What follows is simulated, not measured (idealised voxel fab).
process module | voxel gate over fins
Pictured: cross-section cut, 190 nm wide, on a grid of 5 nm square cells.
Cross-section layout: square cells on a grid; listed as bands, top to bottom; a band spans one or more cell rows.
First you get the band's top height and its bottom height, in nm, and then the materials it's made of, left to right, with each width in nm. If you see a single material with "throughout", that one covers the band edge to edge. "empty" is empty space.
Heights are expressed relative to 0, this being the level below which the as-received wafer comprises one material exclusively. The lowest band is unbounded in the downward direction and is denoted as in "0 nm and below".
Quick explanation for "30 to 40": the width changes in equal steps down the rows of cells, from the first number in the band's top row to the second number in its bottom row.
It should be understood that the words "changes: none", when stated for a given step, signify that the cross-section underwent no change in any of its cells during that step.
The label "Closed void entries" introduces a list of the empty spaces, 8 cells or larger, that have no open way up to the top; each entry in it reads width x height at distance, where the distance is taken from the left edge and all three are stated in nm.
Step line, after settings: the simulator's comment on this step.
overlay nm: where the mask lay relative to plan, measured to the right, on steps with a mask; negatives go left.
The process steps that were planned are listed below:
1: RECEIVE with material Si
2: CONFORMAL_DEP with material SiN, thk nm 10
3: PATTERN with tone cover, mask id FINS, material resist, width nm 15, pitch nm 50, thk nm 20, overlay nm 0
4: DIRECTIONAL_ETCH with etch materials SiN, depth nm 10
5: DIRECTIONAL_ETCH with etch materials Si, depth nm 30
6: STRIP with etch materials resist
7: FILL_DEP with material SiO2, thk nm 5
8: CMP with height nm 10
9: PATTERN with tone open, mask id RAIL, material resist, width nm 15, thk nm 15, overlay nm 0
10: DIRECTIONAL_ETCH with etch materials SiO2, depth nm 35
11: STRIP with etch materials resist
12: CONFORMAL_DEP with material TiN, thk nm 5
13: FILL_DEP with material Ru, thk nm 5
14: CMP with height nm 10
15: SELECTIVE_ETCH with etch materials W Ru TiN, depth nm 25
16: FILL_DEP with material SiO2, thk nm 5
17: CMP with height nm 10
18: SELECTIVE_ETCH with etch materials SiO2, depth nm 20
19: STRIP with etch materials SiN
20: CONFORMAL_DEP with material HfO2, thk nm 5
21: CONFORMAL_DEP with material TiN, thk nm 5
22: FILL_DEP with material W, thk nm 10
23: CMP with height nm 15
24: CONFORMAL_DEP with material SiCN, thk nm 10
Step 1 complete: cross-section of the wafer as received:
  0 nm and below: Si throughout
  Closed void entries: none
One mistake in running the module, otherwise start and plan as above: cross-section at the end:
  20 nm to 15 nm: SiCN throughout
  15 nm to 10 nm: W throughout
  10 nm to 5 nm: W 50  TiN 35  W 15  TiN 35  W 55
  5 nm to 0 nm: W 50  TiN 5  HfO2 25  TiN 5  W 15  TiN 5  HfO2 25  TiN 5  W 55
  0 nm to -5 nm: TiN 55  HfO2 5  Si 15  HfO2 5  TiN 25  HfO2 5  Si 15  HfO2 5  TiN 60
  -5 nm to -10 nm: HfO2 60  Si 15  HfO2 35  Si 15  HfO2 65
  -10 nm to -15 nm: SiO2 60  Si 15  SiO2 35  Si 15  SiO2 65
  -15 nm to -20 nm: SiO2 60  Si 15  SiO2 10  TiN 5  Ru 5  TiN 5  SiO2 10  Si 15  SiO2 65
  -20 nm to -25 nm: SiO2 60  Si 15  SiO2 10  TiN 15  SiO2 10  Si 15  SiO2 65
  -25 nm to -30 nm: SiO2 60  Si 15  SiO2 35  Si 15  SiO2 65
  -30 nm and below: Si throughout
  Closed void entries: none
Diagnosis: step 24 did not happen as planned, as run it was CONFORMAL_DEP with material SiCN, thk nm 5
